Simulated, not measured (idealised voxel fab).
Process module name: voxel capacitor over wiring
The cross-section shown here is cut; it is 295 nm wide and divided into square cells measuring 5 nm on a side.
A cross-section is a grid of square cells, given in bands from the top down. A band is one or more rows of cells.
Look at the band entry: it leads with the top's height and the bottom's height in nm. Then it lists the materials left to right, with a width in nm for each. The word "throughout" on a single material says that material fills the band edge to edge. The word "empty" is empty space.
Height reference: 0 = level under which incoming wafer is all one material. Lowest band: no bottom, runs on downward, e.g. "0 down".
The expression "30..40" gives the width at the extremes of the band, the first number at its top row of cells and the second at its bottom row, with the width changing by equal amounts from each row to the next in between.
When a step is marked "no alteration", none of the cells in the cross-section changed during that step.
Closed-off voids of 8+ cells (no open route to the top) go in "Enclosed cavities", written width x height at distance from the left edge, in nm.
Formally, on a step line, whatever follows the settings is a remark that the simulator itself makes on the step.
The line of a step may include "overlay nm". On a step with a mask, this value is how far to the right of its planned place the mask lay. A negative value means the mask lay to the left.
The process steps that were planned are listed below:
1: RECEIVE with material Si
2: CONFORMAL_DEP with material SiO2, thk nm 10
3: CONFORMAL_DEP with material SiN, thk nm 5
4: DIRECTIONAL_DEP with material SiO2, thk nm 20
5: PATTERN with tone open, mask id METAL_1, material resist, width nm 20, pitch nm 90, thk nm 15, overlay nm 0
6: DIRECTIONAL_ETCH with etch materials SiO2, depth nm 20
7: DIRECTIONAL_ETCH with etch materials SiN, depth nm 5
8: STRIP with etch materials resist
9: CONFORMAL_DEP with material TiN, thk nm 5
10: FILL_DEP with material W, thk nm 5
11: CMP with height nm 35
12: CONFORMAL_DEP with material SiCN, thk nm 5
13: DIRECTIONAL_DEP with material lowk, thk nm 10
14: PATTERN with tone open, mask id PLUG_1, material resist, width nm 15, thk nm 15, overlay nm 0
15: DIRECTIONAL_ETCH with etch materials lowk, depth nm 10
16: DIRECTIONAL_ETCH with etch materials SiCN, depth nm 5
17: STRIP with etch materials resist
18: CONFORMAL_DEP with material TiN, thk nm 5
19: FILL_DEP with material W, thk nm 10
20: CMP with height nm 50
21: DIRECTIONAL_DEP with material TiN, thk nm 10
22: DIRECTIONAL_DEP with material Al2O3, thk nm 5
23: DIRECTIONAL_DEP with material TiN, thk nm 5
24: DIRECTIONAL_DEP with material aC, thk nm 15
25: PATTERN with tone cover, mask id UPPER_PLATE, material resist, width nm 75, thk nm 35, overlay nm 0
26: DIRECTIONAL_ETCH with etch materials aC, depth nm 15
27: STRIP with etch materials resist
28: DIRECTIONAL_ETCH with etch materials TiN, depth nm 5
29: DIRECTIONAL_ETCH with etch materials Al2O3, depth nm 5
30: STRIP with etch materials aC
31: PATTERN with tone cover, mask id LOWER_PLATE, material resist, width nm 85, thk nm 20, overlay nm 0
32: DIRECTIONAL_ETCH with etch materials TiN, depth nm 10
33: STRIP with etch materials resist
34: FILL_DEP with material SiO2, thk nm 20
35: CMP with height nm 85
36: PATTERN with tone open, mask id PLUG_2, material resist, width nm 15, thk nm 20, overlay nm 0
37: DIRECTIONAL_ETCH with etch materials SiO2, depth nm 15
38: STRIP with etch materials resist
39: CONFORMAL_DEP with material TiN, thk nm 5
40: FILL_DEP with material W, thk nm 10
41: CMP with height nm 85
42: CONFORMAL_DEP with material SiN, thk nm 5
Cross-sectional view of the wafer in its as-received condition, corresponding to the state after step 1:
* 0 down = Si throughout
* Enclosed cavities: none
The first of two wafers, cross-sectioned at the end of the module, with the run proceeding as planned:
* 90 to 85 = SiN throughout
* 85 to 75 = 105 nm SiO2; 5 nm TiN; 5 nm W; 5 nm TiN; 175 nm SiO2
* 75 to 65 = 105..95 nm SiO2; 15..75 nm TiN; 175..125 nm SiO2
* 65 to 60 = 95 nm SiO2; 75 nm Al2O3; 125 nm SiO2
* 60 to 50 = 90 nm SiO2; 85 nm TiN; 120 nm SiO2
* 50 to 40 = 95 nm lowk; 5 nm TiN; 5 nm W; 5 nm TiN; 185 nm lowk
* 40 to 35 = 95 nm SiCN; 15 nm TiN; 185 nm SiCN
* 35 to 15 = 90 nm SiO2; 5 nm TiN; 10 nm W; 5 nm TiN; 70 nm SiO2; 5 nm TiN; 10 nm W; 5 nm TiN; 95 nm SiO2
* 15 to 10 = 90 nm SiN; 20 nm TiN; 70 nm SiN; 20 nm TiN; 95 nm SiN
* 10 to 0 = SiO2 throughout
* 0 down = Si throughout
* Enclosed cavities: none
Same start, same plan as the first wafer - but one mistake in the run. Cross-section of the second of the two at the end of the module:
* 90 to 85 = SiN throughout
* 85 to 75 = 105 nm SiO2; 5 nm TiN; 5 nm W; 5 nm TiN; 175 nm SiO2
* 75 to 65 = 105..95 nm SiO2; 15..75 nm TiN; 175..125 nm SiO2
* 65 to 60 = 95 nm SiO2; 75 nm Al2O3; 125 nm SiO2
* 60 to 50 = 90 nm SiO2; 85 nm TiN; 120 nm SiO2
* 50 to 40 = 95 nm lowk; 5 nm TiN; 10 nm W; 5 nm TiN; 180 nm lowk
* 40 to 35 = 95 nm SiCN; 20 nm TiN; 180 nm SiCN
* 35 to 15 = 90 nm SiO2; 5 nm TiN; 10 nm W; 5 nm TiN; 70 nm SiO2; 5 nm TiN; 10 nm W; 5 nm TiN; 95 nm SiO2
* 15 to 10 = 90 nm SiN; 20 nm TiN; 70 nm SiN; 20 nm TiN; 95 nm SiN
* 10 to 0 = SiO2 throughout
* 0 down = Si throughout
* Enclosed cavities: none
Against the plan, the run slipped here: step 14 changed vs plan, executed as PATTERN with tone open, mask id PLUG_1, material resist, width nm 20, thk nm 15, overlay nm 0
Final tally in cells, some materials are higher or lower on the second wafer than on the first: SiCN: 1 fewer | TiN: 1 more | W: 2 more | lowk: 2 fewer
